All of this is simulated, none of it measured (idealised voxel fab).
process module | voxel self aligned vias
cross-section cut | 210 nm wide | cells 5 nm
A cross-section is a grid of square cells, given in bands from the top down. A band is one or more rows of cells.
Each band's line starts with the height of the band's top and of its bottom, in nm. Then come its materials from left to right, each with its width in nm. One material with "throughout" fills the band from edge to edge. "air" is empty space.
Height 0 is the level under which the wafer as received is all one material. The lowest band goes on downwards, as in "0 down".
A width such as "30 to 40" changes by the same amount from each row of cells to the next, from the band's top row to its bottom row.
"no change" after a step means that no cell of the cross-section changed.
closed voids: empty space of 8 cells or more with no open way to the top, each as width x height at its distance from the left edge, in nm
after a step's settings: what the simulator itself notes on the step
overlay nm, on a step with a mask: how far to the right of its planned place the mask lay; to the left if negative
plan
1 op RECEIVE | material Si
2 op CONFORMAL_DEP | material SiO2 | thk nm 10
3 op CONFORMAL_DEP | material SiCN | thk nm 5
4 op DIRECTIONAL_DEP | material SiO2 | thk nm 30
5 op PATTERN | tone open | mask id LINES | material resist | width nm 20 | pitch nm 65 | thk nm 15 | overlay nm 0
6 op DIRECTIONAL_ETCH | etch materials SiO2 | depth nm 30
7 op STRIP | etch materials resist
8 op CONFORMAL_DEP | material TiN | thk nm 5
9 op FILL_DEP | material W | thk nm 5
10 op CMP | height nm 45
11 op SELECTIVE_ETCH | etch materials W Ru TiN | depth nm 5
12 op FILL_DEP | material SiN | thk nm 5
13 op CMP | height nm 45
14 op DIRECTIONAL_DEP | material SiO2 | thk nm 20
15 op DIRECTIONAL_DEP | material aC | thk nm 10
16 op PATTERN | tone open | mask id VIAS | material resist | width nm 40 | pitch nm 130 | thk nm 30 | overlay nm 0
17 op DIRECTIONAL_ETCH | etch materials aC | depth nm 10
18 op STRIP | etch materials resist
19 op DIRECTIONAL_ETCH | etch materials SiO2 | depth nm 20
20 op DIRECTIONAL_ETCH | etch materials SiN | depth nm 5
21 op STRIP | etch materials aC
22 op CONFORMAL_DEP | material TiN | thk nm 5
23 op FILL_DEP | material Cu | thk nm 5
24 op CMP | height nm 65
25 op CONFORMAL_DEP | material SiCN | thk nm 5
as received, after step 1
  0 down: Si throughout
  closed voids: none
a wafer at the end: this start, this plan, one mistake
  70 to 65: SiCN throughout
  65 to 50: SiO2 20 | TiN 5 | Cu 30 | TiN 5 | SiO2 90 | TiN 5 | Cu 30 | TiN 5 | SiO2 20
  50 to 45: SiO2 20 | TiN 40 | SiO2 90 | TiN 40 | SiO2 20
  45 to 40: SiN 20 | TiN 10 | SiO2 20 | TiN 10 | SiN 35 | SiO2 20 | SiN 35 | TiN 10 | SiO2 20 | TiN 10 | SiN 20
  40 to 20: W 25 | TiN 5 | SiO2 20 | TiN 5 | W 35 | TiN 5 | SiO2 20 | TiN 5 | W 35 | TiN 5 | SiO2 20 | TiN 5 | W 25
  20 to 15: TiN 30 | SiO2 20 | TiN 45 | SiO2 20 | TiN 45 | SiO2 20 | TiN 30
  15 to 10: SiCN throughout
  10 to 0: SiO2 throughout
  0 down: Si throughout
  closed voids: none
what went wrong: step 5 ran as: op PATTERN | tone cover | mask id LINES | material resist | width nm 20 | pitch nm 65 | thk nm 15 | overlay nm 0
